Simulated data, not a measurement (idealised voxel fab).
This section sets out a process module, namely voxel tone inversion.
Shown is cross-section cut, with a width of 165 nm and square cells of size 5 nm.
In this document a cross-section is written as a grid of square cells. It is given as a series of bands, listed from the top down, and a band is one or more rows of cells.
The band entry comprises the height of the band's top followed by the height of its bottom, expressed in nm, and subsequently the band's materials from left to right, each stated together with its width in nm. Where a single material is marked with the word "full width", that material fills the band from edge to edge. The word "blank" represents empty space.
Below 0: as-received wafer, all one material; heights counted from there. Lowest band: no bottom, goes on down, written "0..down".
When a width is written as two numbers, as in "30..40", the first number is the width in the top row of cells of the band and the second is the width in its bottom row, and the width changes by the same amount from each row to the next.
Reading "stayed the same" for a step: not a cell of the cross-section changed in it.
What "Trapped void list" gives you is every empty space of 8 cells or more that is cut off from the top. Each appears as width x height at distance, with the distance taken from the left edge and width, height and distance all in nm.
Step line, after settings: the simulator's comment on this step.
"overlay nm" answers the question of how far to the right of plan the mask lay on a step that has a mask, and when it is negative the answer is to the left.

Set out below are the planned steps of the process
1: op RECEIVE | material Si
2: op CONFORMAL_DEP | material SiCN | thk nm 5
3: op DIRECTIONAL_DEP | material polySi | thk nm 15
4: op PATTERN | tone cover | mask id POSTS | material resist | width nm 15 | pitch nm 40 | thk nm 20 | overlay nm 0
5: op DIRECTIONAL_ETCH | etch materials polySi | depth nm 15
6: op STRIP | etch materials resist
7: op FILL_DEP | material SiO2 | thk nm 5
8: op CMP | height nm 20
9: op STRIP | etch materials polySi
For clarity, it should be stated that the wafers under discussion commence in an identical condition and differ with respect to the thk nm of step 2, the plan indicating the value that the first wafer had.

Cross-section: the first of several wafers in its as-received state, i.e. following step 1
* 0..down | Si full width
* Trapped void list: none

Cross-section, first of several wafers, end of module, after last step 9
* 20..5 | SiO2: 55  blank: 15  SiO2: 25  blank: 15  SiO2: 55
* 5..0 | SiCN full width
* 0..down | Si full width
* Trapped void list: none

Of the several wafers, the last: cross-section at the end of the module
* 20..0 | SiCN full width
* 0..down | Si full width
* Trapped void list: none

Wafer rows, end of module: cells per material gained (+) or lost (-) since receipt; closed voids last
thk nm 5 | +33 SiCN | +81 SiO2 | Trapped void list: none
thk nm 10 | +66 SiCN | +54 SiO2 | Trapped void list: none
thk nm 15 | +99 SiCN | +27 SiO2 | Trapped void list: none
thk nm 20 | +132 SiCN | Trapped void list: none
